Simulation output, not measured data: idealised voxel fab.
voxel ribs on slabs: a process module
In the cross-section labelled cut, the width is 240 nm and each square cell is 5 nm.
Cross-section spec: square-cell grid; bands listed top down; each band is one or more rows.
Each band's line starts with the height of the band's top and of its bottom, in nm. Then come its materials from left to right, each with its width in nm. One material with "edge to edge" fills the band from edge to edge. "empty" is empty space.
A quick word on heights: they are counted from 0, and under that level the wafer as it came to us is one material throughout. The lowest band is different from the rest in having no bottom; it simply continues downward, written as in "z 0 and below".
Note: "30 to 40" means the width goes from the first number (top row of the band) to the second number (bottom row) in equal steps per row of cells.
The designation "no alterations made", where it is given for a processing step, indicates that no cell of the cross-section was altered in the course of that step.
What "Enclosed void inventory" gives you is every empty space of 8 cells or more that is cut off from the top. Each appears as width x height at distance, with the distance taken from the left edge and width, height and distance all in nm.
Formally, on a step line, whatever follows the settings is a remark that the simulator itself makes on the step.
Each step line may optionally specify "overlay nm", which for a step with a mask gives the rightward distance between the mask's planned place and where it lay, a negative value indicating the leftward direction.

-- List of planned process steps
1) RECEIVE | material Si
2) DIRECTIONAL_DEP | material SiO2 | thk nm 30
3) DIRECTIONAL_DEP | material SiN | thk nm 20
4) MASKED_ETCH | tone cover | mask id RIB | width nm 30 | etch materials SiN | depth nm 10 | overlay nm 0
5) PATTERN | tone cover | mask id SLAB | material resist | width nm 60 | thk nm 20 | overlay nm 0
6) DIRECTIONAL_ETCH | etch materials SiN | depth nm 10
7) STRIP | etch materials resist
8) FILL_DEP | material SiO2 | thk nm 20
9) CMP | height nm 60
10) DIRECTIONAL_DEP | material TiN | thk nm 10
11) MASKED_ETCH | tone cover | mask id HEATER | width nm 40 | etch materials TiN | depth nm 10 | overlay nm 0
12) CONFORMAL_DEP | material SiO2 | thk nm 5

-- The first of the two wafers, which ran as planned

-- Cross-section of the wafer upon arrival, representing the state reached after step 1
    z 0 and below = Si edge to edge
    Enclosed void inventory: none

-- Wafer after step 2 (cross-section)
    z 30 to 0 = SiO2 edge to edge
    Heights below 0 show no change.

-- Wafer after step 3 (cross-section)
    z 50 to 30 = SiN edge to edge
    Heights below 30 show no change.

-- Wafer after step 4 (cross-section)
    z 50 to 40 = empty=105 / SiN=30 / empty=105
    Heights below 40 show no change.

-- Wafer after step 5 (cross-section)
    z 70 to 50 = empty=90 / resist=60 / empty=90
    z 50 to 40 = empty=90 / resist=15 / SiN=30 / resist=15 / empty=90
    Heights below 40 show no change.

-- Wafer after step 6 (cross-section)
    z 70 to 50 = empty=90 / resist=60 / empty=90
    z 50 to 40 = empty=90 / resist=15 / SiN=30 / resist=15 / empty=90
    z 40 to 30 = empty=90 / SiN=60 / empty=90
    Heights below 30 show no change.

-- Wafer after step 7 (cross-section)
    z 50 to 40 = empty=105 / SiN=30 / empty=105
    Heights below 40 show no change.

-- Wafer after step 8 (cross-section)
    z 70 to 50 = SiO2 edge to edge
    z 50 to 40 = SiO2=105 / SiN=30 / SiO2=105
    z 40 to 30 = SiO2=90 / SiN=60 / SiO2=90
    Heights below 30 show no change.

-- Wafer after step 9 (cross-section)
    z 60 to 50 = SiO2 edge to edge
    Heights below 50 show no change.

-- Wafer after step 10 (cross-section)
    z 70 to 60 = TiN edge to edge
    Heights below 60 show no change.

-- Wafer after step 11 (cross-section)
    z 70 to 60 = empty=100 / TiN=40 / empty=100
    Heights below 60 show no change.

-- Wafer after step 12 (cross-section)
    z 75 to 70 = empty=95 / SiO2=50 / empty=95
    z 70 to 65 = empty=95 / SiO2=5 / TiN=40 / SiO2=5 / empty=95
    z 65 to 60 = SiO2=100 / TiN=40 / SiO2=100
    Heights below 60 show no change.

-- The Second Wafer: Common Origin and Plan, One Mistake in Execution, Identical to the First Through Step 3

-- when step 4 should have ended
    z 50 to 40 = SiN=105 / empty=30 / SiN=105
    Heights below 40 show no change.

-- when step 5 should have ended
    z 70 to 50 = empty=90 / resist=60 / empty=90
    z 50 to 40 = SiN=105 / resist=30 / SiN=105
    Heights below 40 show no change.

-- when step 6 should have ended
    z 70 to 50 = empty=90 / resist=60 / empty=90
    z 50 to 40 = empty=90 / SiN=15 / resist=30 / SiN=15 / empty=90
    Heights below 40 show no change.

-- when step 7 should have ended
    z 50 to 40 = empty=90 / SiN=15 / empty=30 / SiN=15 / empty=90
    Heights below 40 show no change.

-- when step 8 should have ended
    z 70 to 50 = SiO2 edge to edge
    z 50 to 40 = SiO2=90 / SiN=15 / SiO2=30 / SiN=15 / SiO2=90
    Heights below 40 show no change.

-- when step 9 should have ended
    z 60 to 50 = SiO2 edge to edge
    Heights below 50 show no change.

-- when step 10 should have ended
    z 70 to 60 = TiN edge to edge
    Heights below 60 show no change.

-- when step 11 should have ended
    z 70 to 60 = empty=100 / TiN=40 / empty=100
    Heights below 60 show no change.

-- when step 12 should have ended
    z 75 to 70 = empty=95 / SiO2=50 / empty=95
    z 70 to 65 = empty=95 / SiO2=5 / TiN=40 / SiO2=5 / empty=95
    z 65 to 60 = SiO2=100 / TiN=40 / SiO2=100
    Heights below 60 show no change.
What was the processing mistake? step 4 ran with different settings than intended, the actual operation and settings being MASKED_ETCH | tone open | mask id RIB | width nm 30 | etch materials SiN | depth nm 10 | overlay nm 0
Final comparison by cell count, materials where the second wafer has more or fewer than the first: SiN +72; SiO2 -72
